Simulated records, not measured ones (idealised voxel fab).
Presented below is a process module, voxel self aligned contacts.
The cross-section on display is named cut; it measures 265 nm wide, and its cells are 5 nm squares.
If you're reading a cross-section in this doc, picture square cells in a grid; it comes to you as bands, top ones listed first down to the bottom, and a band can be one or more rows of cells.
Read a band's entry like this: the first values are the height of its top and the height of its bottom in nm, and what follows is the sequence of materials from left to right, each with its width in nm. Note that "air" is empty space, and that a single material marked "full width" reaches across the band from edge to edge.
All heights in this document are referenced to 0, defined as the level beneath which the wafer, as received, consists entirely of one material. The lowest band is not bounded below; it extends indefinitely downward and is written in the form "0 and below".
You'd read "30->40" like this: the band's top row of cells is as wide as the first number, its bottom row is as wide as the second, and going down, every row changes width by the same amount as the row before did.
Where the words "same as before" appear for a step, the cross-section shows no cell changed by that step; every cell remained as before.
"Cavities, sealed" enumerates empty spaces isolated from the top, with no open way to it, that contain at least 8 cells, giving each as width x height at distance from the left edge, all three in nm.
Formally, on a step line, whatever follows the settings is a remark that the simulator itself makes on the step.
If you see "overlay nm" on a step's line and that step has a mask, it's telling you how far right of where it was planned the mask ended up; a negative number means it went left instead.

### Planned step list for the process
step 1: RECEIVE | material Si
step 2: OXIDIZE | depth nm 5
step 3: DIRECTIONAL_DEP | material polySi | thk nm 30
step 4: DIRECTIONAL_DEP | material SiN | thk nm 15
step 5: PATTERN | tone cover | mask id GATE | material resist | width nm 25 | pitch nm 60 | thk nm 20 | overlay nm 0
step 6: DIRECTIONAL_ETCH | etch materials SiN | depth nm 15
step 7: DIRECTIONAL_ETCH | etch materials polySi | depth nm 30
step 8: STRIP | etch materials resist
step 9: CONFORMAL_DEP | material SiN | thk nm 5
step 10: DIRECTIONAL_ETCH | etch materials SiN | depth nm 5
step 11: FILL_DEP | material SiO2 | thk nm 15
step 12: CMP | height nm 55
step 13: MASKED_ETCH | tone open | mask id CONTACT | width nm 45 | pitch nm 60 | etch materials SiO2 | depth nm 60 | overlay nm 0
step 14: CONFORMAL_DEP | material TiN | thk nm 5
step 15: FILL_DEP | material Ru | thk nm 5
step 16: CMP | height nm 55
step 17: CONFORMAL_DEP | material SiCN | thk nm 5

### Account of the first of two wafers, which was processed as intended

### as received, after step 1
	0 and below  Si full width
	Cavities, sealed: none

### Once step 2 is through, the wafer looks like this in cross-section
	0 down to -5  SiO2 full width
	Heights below -5 show no change.

### Once step 3 is through, the wafer looks like this in cross-section
	30 down to 0  polySi full width
	Heights below 0 show no change.

### Once step 4 is through, the wafer looks like this in cross-section
	45 down to 30  SiN full width
	Heights below 30 show no change.

### Once step 5 is through, the wafer looks like this in cross-section
	65 down to 45  air (60) | resist (25) | air (35) | resist (25) | air (35) | resist (25) | air (60)
	Heights below 45 show no change.

### Once step 6 is through, the wafer looks like this in cross-section
	65 down to 45  air (60) | resist (25) | air (35) | resist (25) | air (35) | resist (25) | air (60)
	45 down to 30  air (60) | SiN (25) | air (35) | SiN (25) | air (35) | SiN (25) | air (60)
	Heights below 30 show no change.

### Once step 7 is through, the wafer looks like this in cross-section
	65 down to 45  air (60) | resist (25) | air (35) | resist (25) | air (35) | resist (25) | air (60)
	45 down to 30  air (60) | SiN (25) | air (35) | SiN (25) | air (35) | SiN (25) | air (60)
	30 down to 0  air (60) | polySi (25) | air (35) | polySi (25) | air (35) | polySi (25) | air (60)
	Heights below 0 show no change.

### Once step 8 is through, the wafer looks like this in cross-section
	45 down to 30  air (60) | SiN (25) | air (35) | SiN (25) | air (35) | SiN (25) | air (60)
	Heights below 30 show no change.

### Once step 9 is through, the wafer looks like this in cross-section
	50 down to 30  air (55) | SiN (35) | air (25) | SiN (35) | air (25) | SiN (35) | air (55)
	30 down to 5  air (55) | SiN (5) | polySi (25) | SiN (5) | air (25) | SiN (5) | polySi (25) | SiN (5) | air (25) | SiN (5) | polySi (25) | SiN (5) | air (55)
	5 down to 0  SiN (60) | polySi (25) | SiN (35) | polySi (25) | SiN (35) | polySi (25) | SiN (60)
	Heights below 0 show no change.

### Once step 10 is through, the wafer looks like this in cross-section
	45 down to 30  air (55) | SiN (35) | air (25) | SiN (35) | air (25) | SiN (35) | air (55)
	30 down to 0  air (55) | SiN (5) | polySi (25) | SiN (5) | air (25) | SiN (5) | polySi (25) | SiN (5) | air (25) | SiN (5) | polySi (25) | SiN (5) | air (55)
	Heights below 0 show no change.

### Once step 11 is through, the wafer looks like this in cross-section
	60 down to 45  SiO2 full width
	45 down to 30  SiO2 (55) | SiN (35) | SiO2 (25) | SiN (35) | SiO2 (25) | SiN (35) | SiO2 (55)
	30 down to 0  SiO2 (55) | SiN (5) | polySi (25) | SiN (5) | SiO2 (25) | SiN (5) | polySi (25) | SiN (5) | SiO2 (25) | SiN (5) | polySi (25) | SiN (5) | SiO2 (55)
	Heights below 0 show no change.

### Once step 12 is through, the wafer looks like this in cross-section
	55 down to 45  SiO2 full width
	Heights below 45 show no change.

### Once step 13 is through, the wafer looks like this in cross-section
	55 down to 45  SiO2 (80) | air (45) | SiO2 (15) | air (45) | SiO2 (80)
	45 down to 30  SiO2 (55) | SiN (35) | air (25) | SiN (35) | air (25) | SiN (35) | SiO2 (55)
	30 down to 0  SiO2 (55) | SiN (5) | polySi (25) | SiN (5) | air (25) | SiN (5) | polySi (25) | SiN (5) | air (25) | SiN (5) | polySi (25) | SiN (5) | SiO2 (55)
	0 down to -5  SiO2 (90) | air (25) | SiO2 (35) | air (25) | SiO2 (90)
	Heights below -5 show no change.

### Once step 14 is through, the wafer looks like this in cross-section
	60 down to 55  TiN (85) | air (35) | TiN (25) | air (35) | TiN (85)
	55 down to 45  SiO2 (80) | TiN (5->15) | air (35->15) | TiN (5->15) | SiO2 (15) | TiN (5->15) | air (35->15) | TiN (5->15) | SiO2 (80)
	45 down to 30  SiO2 (55) | SiN (35) | TiN (5) | air (15) | TiN (5) | SiN (35) | TiN (5) | air (15) | TiN (5) | SiN (35) | SiO2 (55)
	30 down to 0  SiO2 (55) | SiN (5) | polySi (25) | SiN (5) | TiN (5) | air (15) | TiN (5) | SiN (5) | polySi (25) | SiN (5) | TiN (5) | air (15) | TiN (5) | SiN (5) | polySi (25) | SiN (5) | SiO2 (55)
	0 down to -5  SiO2 (90) | TiN (25) | SiO2 (35) | TiN (25) | SiO2 (90)
	Heights below -5 show no change.

### Once step 15 is through, the wafer looks like this in cross-section
	65 down to 60  Ru full width
	60 down to 55  TiN (85) | Ru (35) | TiN (25) | Ru (35) | TiN (85)
	55 down to 45  SiO2 (80) | TiN (5->15) | Ru (35->15) | TiN (5->15) | SiO2 (15) | TiN (5->15) | Ru (35->15) | TiN (5->15) | SiO2 (80)
	45 down to 30  SiO2 (55) | SiN (35) | TiN (5) | Ru (15) | TiN (5) | SiN (35) | TiN (5) | Ru (15) | TiN (5) | SiN (35) | SiO2 (55)
	30 down to 0  SiO2 (55) | SiN (5) | polySi (25) | SiN (5) | TiN (5) | Ru (15) | TiN (5) | SiN (5) | polySi (25) | SiN (5) | TiN (5) | Ru (15) | TiN (5) | SiN (5) | polySi (25) | SiN (5) | SiO2 (55)
	Heights below 0 show no change.

### Once step 16 is through, the wafer looks like this in cross-section
	55 down to 45  SiO2 (80) | TiN (5->15) | Ru (35->15) | TiN (5->15) | SiO2 (15) | TiN (5->15) | Ru (35->15) | TiN (5->15) | SiO2 (80)
	Heights below 45 show no change.

### Once step 17 is through, the wafer looks like this in cross-section
	60 down to 55  SiCN full width
	Heights below 55 show no change.

### Wafer two. Same start, same plan, one slip in execution. Same as wafer one through step 1, inclusive

At the planned end of step 2, the second wafer in cross-section: same as before

### At the planned end of step 3, the second wafer in cross-section
	30 down to 0  polySi full width
	Heights below 0 show no change.

### At the planned end of step 4, the second wafer in cross-section
	45 down to 30  SiN full width
	Heights below 30 show no change.

### At the planned end of step 5, the second wafer in cross-section
	65 down to 45  air (60) | resist (25) | air (35) | resist (25) | air (35) | resist (25) | air (60)
	Heights below 45 show no change.

### At the planned end of step 6, the second wafer in cross-section
	65 down to 45  air (60) | resist (25) | air (35) | resist (25) | air (35) | resist (25) | air (60)
	45 down to 30  air (60) | SiN (25) | air (35) | SiN (25) | air (35) | SiN (25) | air (60)
	Heights below 30 show no change.

### At the planned end of step 7, the second wafer in cross-section
	65 down to 45  air (60) | resist (25) | air (35) | resist (25) | air (35) | resist (25) | air (60)
	45 down to 30  air (60) | SiN (25) | air (35) | SiN (25) | air (35) | SiN (25) | air (60)
	30 down to 0  air (60) | polySi (25) | air (35) | polySi (25) | air (35) | polySi (25) | air (60)
	Heights below 0 show no change.

### At the planned end of step 8, the second wafer in cross-section
	45 down to 30  air (60) | SiN (25) | air (35) | SiN (25) | air (35) | SiN (25) | air (60)
	Heights below 30 show no change.

### At the planned end of step 9, the second wafer in cross-section
	50 down to 30  air (55) | SiN (35) | air (25) | SiN (35) | air (25) | SiN (35) | air (55)
	30 down to 5  air (55) | SiN (5) | polySi (25) | SiN (5) | air (25) | SiN (5) | polySi (25) | SiN (5) | air (25) | SiN (5) | polySi (25) | SiN (5) | air (55)
	5 down to 0  SiN (60) | polySi (25) | SiN (35) | polySi (25) | SiN (35) | polySi (25) | SiN (60)
	Heights below 0 show no change.

### At the planned end of step 10, the second wafer in cross-section
	45 down to 30  air (55) | SiN (35) | air (25) | SiN (35) | air (25) | SiN (35) | air (55)
	30 down to 0  air (55) | SiN (5) | polySi (25) | SiN (5) | air (25) | SiN (5) | polySi (25) | SiN (5) | air (25) | SiN (5) | polySi (25) | SiN (5) | air (55)
	Heights below 0 show no change.

### At the planned end of step 11, the second wafer in cross-section
	60 down to 45  SiO2 full width
	45 down to 30  SiO2 (55) | SiN (35) | SiO2 (25) | SiN (35) | SiO2 (25) | SiN (35) | SiO2 (55)
	30 down to 0  SiO2 (55) | SiN (5) | polySi (25) | SiN (5) | SiO2 (25) | SiN (5) | polySi (25) | SiN (5) | SiO2 (25) | SiN (5) | polySi (25) | SiN (5) | SiO2 (55)
	Heights below 0 show no change.

### At the planned end of step 12, the second wafer in cross-section
	55 down to 45  SiO2 full width
	Heights below 45 show no change.

### At the planned end of step 13, the second wafer in cross-section
	55 down to 45  SiO2 (80) | air (45) | SiO2 (15) | air (45) | SiO2 (80)
	45 down to 30  SiO2 (55) | SiN (35) | air (25) | SiN (35) | air (25) | SiN (35) | SiO2 (55)
	30 down to 0  SiO2 (55) | SiN (5) | polySi (25) | SiN (5) | air (25) | SiN (5) | polySi (25) | SiN (5) | air (25) | SiN (5) | polySi (25) | SiN (5) | SiO2 (55)
	Heights below 0 show no change.

### At the planned end of step 14, the second wafer in cross-section
	60 down to 55  TiN (85) | air (35) | TiN (25) | air (35) | TiN (85)
	55 down to 45  SiO2 (80) | TiN (5->15) | air (35->15) | TiN (5->15) | SiO2 (15) | TiN (5->15) | air (35->15) | TiN (5->15) | SiO2 (80)
	45 down to 30  SiO2 (55) | SiN (35) | TiN (5) | air (15) | TiN (5) | SiN (35) | TiN (5) | air (15) | TiN (5) | SiN (35) | SiO2 (55)
	30 down to 5  SiO2 (55) | SiN (5) | polySi (25) | SiN (5) | TiN (5) | air (15) | TiN (5) | SiN (5) | polySi (25) | SiN (5) | TiN (5) | air (15) | TiN (5) | SiN (5) | polySi (25) | SiN (5) | SiO2 (55)
	5 down to 0  SiO2 (55) | SiN (5) | polySi (25) | SiN (5) | TiN (25) | SiN (5) | polySi (25) | SiN (5) | TiN (25) | SiN (5) | polySi (25) | SiN (5) | SiO2 (55)
	Heights below 0 show no change.

### At the planned end of step 15, the second wafer in cross-section
	65 down to 60  Ru full width
	60 down to 55  TiN (85) | Ru (35) | TiN (25) | Ru (35) | TiN (85)
	55 down to 45  SiO2 (80) | TiN (5->15) | Ru (35->15) | TiN (5->15) | SiO2 (15) | TiN (5->15) | Ru (35->15) | TiN (5->15) | SiO2 (80)
	45 down to 30  SiO2 (55) | SiN (35) | TiN (5) | Ru (15) | TiN (5) | SiN (35) | TiN (5) | Ru (15) | TiN (5) | SiN (35) | SiO2 (55)
	30 down to 5  SiO2 (55) | SiN (5) | polySi (25) | SiN (5) | TiN (5) | Ru (15) | TiN (5) | SiN (5) | polySi (25) | SiN (5) | TiN (5) | Ru (15) | TiN (5) | SiN (5) | polySi (25) | SiN (5) | SiO2 (55)
	Heights below 5 show no change.

### At the planned end of step 16, the second wafer in cross-section
	55 down to 45  SiO2 (80) | TiN (5->15) | Ru (35->15) | TiN (5->15) | SiO2 (15) | TiN (5->15) | Ru (35->15) | TiN (5->15) | SiO2 (80)
	Heights below 45 show no change.

### At the planned end of step 17, the second wafer in cross-section
	60 down to 55  SiCN full width
	Heights below 55 show no change.
Processing error: plan step 2: skipped, not run
FYI, end of process, the second wafer has more or fewer cells of some materials than the first: Ru -6 | Si +53 | SiO2 -43 | TiN -4
